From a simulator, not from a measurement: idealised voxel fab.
process module | voxel wiring stack
Section shown: cut. Width: 210 nm. Cell size: 5 nm, square.
The cross-sections in this document take the form of a grid made of square cells. They are written out as bands, in order from top to bottom. Each band consists of one or more rows of cells. Within each band entry, the heights of the top and of the bottom of the band appear first, in that order and in nm; the materials of the band then follow from left to right, each with its corresponding width in nm. The designation "everywhere" on a single material indicates that it fills the band from edge to edge; the designation "blank" indicates empty space. Note: height 0 marks the level under which the wafer is uniformly one material as received. Lowest band unbounded below, written "0 down". You'd read "30 to 40" like this: the band's top row of cells is as wide as the first number, its bottom row is as wide as the second, and going down, every row changes width by the same amount as the row before did. Take "nothing altered" at face value: in the step it is given for, the cross-section changed in none of its cells. Heads up: "Voids, fully enclosed" only lists the empty pockets with no open path to the top that are 8 cells or more, and it writes them as width x height at distance, distance from the left edge, in nm. Text after the settings on a step's line: the simulator's own remark on that step. The setting "overlay nm" may be written on the line of a step. When the step uses a mask, the value reports how far to the right of the planned place the mask lay, and a negative value reports that it lay to the left.

# Process steps (planned)
1) RECEIVE (material Si)
2) CONFORMAL_DEP (material SiO2; thk nm 10)
3) CONFORMAL_DEP (material SiN; thk nm 5)
4) DIRECTIONAL_DEP (material lowk; thk nm 25)
5) DIRECTIONAL_DEP (material aC; thk nm 15)
6) PATTERN (tone open; mask id METAL_1; material resist; width nm 30; pitch nm 45; thk nm 30; overlay nm 0)
7) DIRECTIONAL_ETCH (etch materials aC; depth nm 15)
8) STRIP (etch materials resist)
9) DIRECTIONAL_ETCH (etch materials lowk; depth nm 25)
10) DIRECTIONAL_ETCH (etch materials SiN; depth nm 5)
11) STRIP (etch materials aC)
12) CONFORMAL_DEP (material TiN; thk nm 5)
13) FILL_DEP (material Cu; thk nm 5)
14) CMP (height nm 40)
15) CONFORMAL_DEP (material SiCN; thk nm 5)
16) DIRECTIONAL_DEP (material lowk; thk nm 35)
17) DIRECTIONAL_DEP (material aC; thk nm 15)
18) PATTERN (tone open; mask id METAL_2_HOLES; material resist; width nm 15; thk nm 35; overlay nm 0)
19) DIRECTIONAL_ETCH (etch materials aC; depth nm 15)
20) STRIP (etch materials resist)
21) DIRECTIONAL_ETCH (etch materials lowk; depth nm 35)
22) STRIP (etch materials aC)
23) DIRECTIONAL_DEP (material aC; thk nm 15)
24) PATTERN (tone open; mask id METAL_2; material resist; width nm 30; pitch nm 45; thk nm 30; overlay nm 0)
25) DIRECTIONAL_ETCH (etch materials aC; depth nm 15)
26) STRIP (etch materials resist)
27) DIRECTIONAL_ETCH (etch materials lowk; depth nm 20)
28) DIRECTIONAL_ETCH (etch materials SiCN; depth nm 5)
29) STRIP (etch materials aC)
30) CONFORMAL_DEP (material TiN; thk nm 5)
31) FILL_DEP (material Cu; thk nm 5)
32) CMP (height nm 80)
33) CONFORMAL_DEP (material SiCN; thk nm 5)
34) DIRECTIONAL_DEP (material SiO2; thk nm 15)
35) MASKED_ETCH (tone open; mask id PLUG_2; width nm 15; etch materials SiO2; depth nm 15; overlay nm 0)
36) MASKED_ETCH (tone open; mask id PLUG_2; width nm 15; etch materials SiCN; depth nm 5; overlay nm 0)
37) EPI (material Ru; thk nm 10)
38) EPI (material Ru; thk nm 10)
39) CONFORMAL_DEP (material SiN; thk nm 5)
40) DIRECTIONAL_DEP (material lowk; thk nm 20)
41) PATTERN (tone open; mask id METAL_3; material resist; width nm 30; pitch nm 45; thk nm 20; overlay nm 0)
42) DIRECTIONAL_ETCH (etch materials lowk; depth nm 20)
43) DIRECTIONAL_ETCH (etch materials SiN; depth nm 5)
44) STRIP (etch materials resist)
45) CONFORMAL_DEP (material TiN; thk nm 5)
46) FILL_DEP (material W; thk nm 5)
47) CMP (height nm 125)
48) CONFORMAL_DEP (material SiCN; thk nm 5)

# Cross-sectional view of the wafer in its as-received condition, corresponding to the state after step 1
> 0 down | Si everywhere
> Voids, fully enclosed: none

# Wafer cross-section at end of module: start and plan as shown above, one execution error
> 130 to 125 | SiCN everywhere
> 125 to 120 | 65 nm SiN; 30 nm TiN; 15 nm SiN; 30 nm TiN; 70 nm SiN
> 120 to 100 | lowk everywhere
> 100 to 85 | 65 nm SiO2; 15 nm Ru; 130 nm SiO2
> 85 to 80 | 65 nm SiCN; 15 nm Ru; 130 nm SiCN
> 80 to 65 | 65 nm lowk; 5 nm TiN; 20 nm Cu; 5 nm TiN; 15 nm lowk; 5 nm TiN; 20 nm Cu; 5 nm TiN; 70 nm lowk
> 65 to 60 | 65 nm lowk; 5 nm TiN; 5 nm Cu; 20 nm TiN; 15 nm lowk; 30 nm TiN; 70 nm lowk
> 60 to 45 | 65 nm lowk; 5 nm TiN; 5 nm Cu; 5 nm TiN; 130 nm lowk
> 45 to 40 | 65 nm SiCN; 15 nm TiN; 130 nm SiCN
> 40 to 15 | 65 nm lowk; 5 nm TiN; 20 nm Cu; 5 nm TiN; 15 nm lowk; 5 nm TiN; 20 nm Cu; 5 nm TiN; 70 nm lowk
> 15 to 10 | 65 nm SiN; 30 nm TiN; 15 nm SiN; 30 nm TiN; 70 nm SiN
> 10 to 0 | SiO2 everywhere
> 0 down | Si everywhere
> Voids, fully enclosed: none
Where did the run depart from the plan? note: step 39 <-> step 40, run order reversed vs plan
